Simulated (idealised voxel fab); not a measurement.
process module | voxel double patterning
cross-section cut | 220 nm wide | cells 5 nm
A cross-section is a grid of square cells, given in bands from the top down. A band is one or more rows of cells.
Each band's line starts with the height of the band's top and of its bottom, in nm. Then come its materials from left to right, each with its width in nm. One material with "throughout" fills the band from edge to edge. "air" is empty space.
Height 0 is the level under which the wafer as received is all one material. The lowest band goes on downwards, as in "0 down".
A width such as "30 to 40" changes by the same amount from each row of cells to the next, from the band's top row to its bottom row.
"no change" after a step means that no cell of the cross-section changed.
closed voids: empty space of 8 cells or more with no open way to the top, each as width x height at its distance from the left edge, in nm
after a step's settings: what the simulator itself notes on the step
overlay nm, on a step with a mask: how far to the right of its planned place the mask lay; to the left if negative
plan
1 op RECEIVE | material Si
2 op CONFORMAL_DEP | material SiO2 | thk nm 5
3 op DIRECTIONAL_DEP | material TiN | thk nm 15
4 op DIRECTIONAL_DEP | material SiCN | thk nm 10
5 op PATTERN | tone open | mask id FIRST | material resist | width nm 15 | pitch nm 50 | thk nm 15 | overlay nm 0
6 op DIRECTIONAL_ETCH | etch materials SiCN | depth nm 10
7 op STRIP | etch materials resist
8 op DIRECTIONAL_DEP | material aC | thk nm 10
9 op PATTERN | tone open | mask id SECOND | material resist | width nm 15 | thk nm 25 | overlay nm 0
10 op DIRECTIONAL_ETCH | etch materials aC | depth nm 10
11 op STRIP | etch materials resist
12 op DIRECTIONAL_ETCH | etch materials SiCN | depth nm 10
13 op STRIP | etch materials aC
14 op DIRECTIONAL_ETCH | etch materials TiN | depth nm 15
15 op STRIP | etch materials SiCN
as received, after step 1
  0 down: Si throughout
  closed voids: none
first wafer at the end, as planned
  20 to 5: TiN 75 | air 15 | TiN 10 | air 15 | TiN 10 | air 15 | TiN 80
  5 to 0: SiO2 throughout
  0 down: Si throughout
  closed voids: none
second wafer at the end: like start, like plan, one mistake
  20 to 5: air 75 | TiN 15 | air 35 | TiN 15 | air 80
  5 to 0: SiO2 throughout
  0 down: Si throughout
  closed voids: none
what went wrong: step 5 ran as: op PATTERN | tone cover | mask id FIRST | material resist | width nm 15 | pitch nm 50 | thk nm 15 | overlay nm 0
at the end the second wafer has, in cells: 87 fewer of TiN
